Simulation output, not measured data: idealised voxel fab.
Herein follows the process module entitled voxel trench capacitor.
Section shown: cut. Width: 255 nm. Cell size: 5 nm, square.
Cross-section = grid of square cells, listed top down in bands; band = one or more rows. What a band's entry tells you: where the top is and where the bottom is, as heights in nm, and after that what lies inside, material by material from left to right, each with its width in nm. Empty space is written as the word "empty", and a single material marked with the word "all across" occupies the band from edge to edge. Height datum 0, below which the as-received substrate wafer is one material. Lowest band open at the bottom, running downward: "0 -> down". A two-number width, for instance "30 to 40", indicates that the width is equal to the first number in the top row of the band and to the second number in the bottom row, and that it changes by a constant amount per row of cells. Any step labelled "no alteration" changed none of the cells in the cross-section. This entry, "Closed voids list", enumerates those empty regions of no fewer than 8 cells that possess no open connection to the top. Each region is reported in the form width x height at distance, the distance being taken from the left edge, with all three quantities expressed in nm. Where a step's line continues beyond its settings, the continuation is a remark by the simulator itself on that step. The optional step-line setting "overlay nm" applies to steps with a mask and quantifies how far to the right of its planned location the mask lay, a negative value indicating leftward placement.

[This section lists the process steps that were planned]
step 1: RECEIVE,material Si
step 2: CONFORMAL_DEP,material SiN,thk nm 5
step 3: PATTERN,tone open,mask id TRENCH,material resist,width nm 25,pitch nm 40,thk nm 20,overlay nm -15
step 4: DIRECTIONAL_ETCH,etch materials SiN,depth nm 5
step 5: DIRECTIONAL_ETCH,etch materials Si,depth nm 30
step 6: STRIP,etch materials resist
step 7: CONFORMAL_DEP,material HfO2,thk nm 5
step 8: CONFORMAL_DEP,material TiN,thk nm 5
step 9: FILL_DEP,material W,thk nm 5
step 10: CMP,height nm 5
Quick note for whoever runs this: the wafers start identical, but the overlay nm at step 3 isn't the same across them. The plan just shows what the first wafer had.

[First wafer of several, as received: cross-section after step 1]
> 0 -> down  Si all across
> Closed voids list: none

[Take a look at the first of several wafers in cross-section: the module is done, and step 10 was its last step]
> 5 -> 0  SiN (80), then HfO2 (5), then TiN (5), then W (5), then TiN (5), then HfO2 (5), then SiN (15), then HfO2 (5), then TiN (5), then W (5), then TiN (5), then HfO2 (5), then SiN (110)
> 0 -> -20  Si (80), then HfO2 (5), then TiN (5), then W (5), then TiN (5), then HfO2 (5), then Si (15), then HfO2 (5), then TiN (5), then W (5), then TiN (5), then HfO2 (5), then Si (110)
> -20 -> -25  Si (80), then HfO2 (5), then TiN (15), then HfO2 (5), then Si (15), then HfO2 (5), then TiN (15), then HfO2 (5), then Si (110)
> -25 -> -30  Si (80), then HfO2 (25), then Si (15), then HfO2 (25), then Si (110)
> -30 -> down  Si all across
> Closed voids list: none

[Last wafer of the set, cross-sectioned at end of module]
> 5 -> 0  SiN (110), then HfO2 (5), then TiN (5), then W (5), then TiN (5), then HfO2 (5), then SiN (15), then HfO2 (5), then TiN (5), then W (5), then TiN (5), then HfO2 (5), then SiN (80)
> 0 -> -20  Si (110), then HfO2 (5), then TiN (5), then W (5), then TiN (5), then HfO2 (5), then Si (15), then HfO2 (5), then TiN (5), then W (5), then TiN (5), then HfO2 (5), then Si (80)
> -20 -> -25  Si (110), then HfO2 (5), then TiN (15), then HfO2 (5), then Si (15), then HfO2 (5), then TiN (15), then HfO2 (5), then Si (80)
> -25 -> -30  Si (110), then HfO2 (25), then Si (15), then HfO2 (25), then Si (80)
> -30 -> down  Si all across
> Closed voids list: none

[End of module, by wafer: material-by-material cell gain (+) or loss (-) since receipt, then closed voids]
overlay nm -15 | +34 HfO2 | -60 Si | +41 SiN | +26 TiN | +10 W | Closed voids list: none
overlay nm -10 | +34 HfO2 | -60 Si | +41 SiN | +26 TiN | +10 W | Closed voids list: none
overlay nm -5 | +34 HfO2 | -60 Si | +41 SiN | +26 TiN | +10 W | Closed voids list: none
overlay nm 0 | +34 HfO2 | -60 Si | +41 SiN | +26 TiN | +10 W | Closed voids list: none
overlay nm 5 | +34 HfO2 | -60 Si | +41 SiN | +26 TiN | +10 W | Closed voids list: none
overlay nm 10 | +34 HfO2 | -60 Si | +41 SiN | +26 TiN | +10 W | Closed voids list: none
overlay nm 15 | +34 HfO2 | -60 Si | +41 SiN | +26 TiN | +10 W | Closed voids list: none
